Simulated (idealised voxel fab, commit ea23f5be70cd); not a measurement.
You're looking at the process module voxel transistor to metal.
For reference, the cross-section in this document is cut, with width 210 nm and square cells of 5 nm.
Cross-sections here: square-cell grids, written as top-down lists of bands, a band being one or more rows of cells.
The entry gives the band's vertical extent as a top height and a bottom height in nm, then its horizontal make-up as materials from left to right, each with a width in nm. "empty" stands for empty space; a single material marked "edge to edge" fills the band edge to edge.
Ref level 0: as-received wafer is one material below here. Bottom band extends down with no lower bound ("top 0, no bottom").
Per-row width for "30 to 40": begins at first number (top row of band), ends at second number (bottom row), increment between rows held constant.
Take "no modification" at face value: in the step it is given for, the cross-section changed in none of its cells.
Entry "Tabulated closed voids". Content: empty spaces with no open connection to the top, size 8 cells or greater. Each: width x height at distance. Distance: from left edge. Unit: nm.
Where a step's line continues beyond its settings, the continuation is a remark by the simulator itself on that step.
On any step carrying a mask, the "overlay nm" setting, if present on the step's line, tells how far right of its planned place the mask lay; negative values point to the left.
THE PROCESS STEPS THAT WERE PLANNED ARE LISTED BELOW
1: RECEIVE,material Si
2: CONFORMAL_DEP,material SiO2,thk nm 5
3: CONFORMAL_DEP,material SiN,thk nm 10
4: DIRECTIONAL_DEP,material aC,thk nm 10
5: PATTERN,tone cover,mask id ACTIVE,material resist,width nm 105,thk nm 25,overlay nm 0
6: DIRECTIONAL_ETCH,etch materials aC,depth nm 10
7: STRIP,etch materials resist
8: DIRECTIONAL_ETCH,etch materials SiN,depth nm 10
9: DIRECTIONAL_ETCH,etch materials SiO2,depth nm 5
10: DIRECTIONAL_ETCH,etch materials Si,depth nm 30
11: STRIP,etch materials aC
12: FILL_DEP,material SiO2,thk nm 15
13: CMP,height nm 15
14: SELECTIVE_ETCH,etch materials SiO2,depth nm 5
15: STRIP,etch materials SiN
16: SELECTIVE_ETCH,etch materials SiO2,depth nm 5
17: OXIDIZE,depth nm 5
18: DIRECTIONAL_DEP,material polySi,thk nm 20
19: DIRECTIONAL_DEP,material SiCN,thk nm 10
20: DIRECTIONAL_DEP,material aC,thk nm 10
21: PATTERN,tone cover,mask id GATE,material resist,width nm 15,thk nm 30,overlay nm 0
22: DIRECTIONAL_ETCH,etch materials aC,depth nm 10
23: STRIP,etch materials resist
24: DIRECTIONAL_ETCH,etch materials SiCN,depth nm 20
25: DIRECTIONAL_ETCH,etch materials polySi,depth nm 30
26: STRIP,etch materials aC
27: CONFORMAL_DEP,material SiN,thk nm 5
28: DIRECTIONAL_ETCH,etch materials SiN,depth nm 5
29: DIRECTIONAL_ETCH,etch materials SiO2,depth nm 5
30: EPI,material pSi,thk nm 5
31: FILL_DEP,material SiO2,thk nm 10
32: CMP,height nm 30
33: DIRECTIONAL_DEP,material SiO2,thk nm 15
34: PATTERN,tone open,mask id CONTACT,material resist,width nm 30,pitch nm 55,thk nm 20,overlay nm 0
35: DIRECTIONAL_ETCH,etch materials SiO2,depth nm 45
36: STRIP,etch materials resist
37: CONFORMAL_DEP,material TiN,thk nm 5
38: FILL_DEP,material W,thk nm 5
39: CMP,height nm 45
40: DIRECTIONAL_DEP,material TiN,thk nm 5
41: DIRECTIONAL_DEP,material W,thk nm 25
42: DIRECTIONAL_DEP,material aC,thk nm 15
43: PATTERN,tone cover,mask id METAL_1,material resist,width nm 15,pitch nm 70,thk nm 35,overlay nm 0
44: DIRECTIONAL_ETCH,etch materials aC,depth nm 15
45: STRIP,etch materials resist
46: DIRECTIONAL_ETCH,etch materials W,depth nm 25
47: DIRECTIONAL_ETCH,etch materials TiN,depth nm 5
48: STRIP,etch materials aC
49: FILL_DEP,material SiO2,thk nm 10
50: CMP,height nm 75
51: CONFORMAL_DEP,material SiN,thk nm 5
The wafers are alike at the start. At step 16, their depth nm differs. The plan lists the first wafer's value.
CUT THROUGH THE FIRST OF SEVERAL WAFERS AS RECEIVED, POST STEP 1
* top 0, no bottom  Si edge to edge
* Tabulated closed voids: none
END OF MODULE, BY WAFER: MATERIAL-BY-MATERIAL CELL GAIN (+) OR LOSS (-) SINCE RECEIPT, THEN CLOSED VOIDS
depth nm 5, -147 Si, +6 SiCN, +56 SiN, +585 SiO2, +50 TiN, +94 W, +16 pSi, +12 polySi, Tabulated closed voids: none
depth nm 10, -149 Si, +6 SiCN, +58 SiN, +585 SiO2, +50 TiN, +94 W, +16 pSi, +12 polySi, Tabulated closed voids: none
depth nm 15, -151 Si, +6 SiCN, +60 SiN, +585 SiO2, +50 TiN, +94 W, +16 pSi, +12 polySi, Tabulated closed voids: none
depth nm 20, -153 Si, +6 SiCN, +62 SiN, +585 SiO2, +50 TiN, +94 W, +16 pSi, +12 polySi, Tabulated closed voids: none
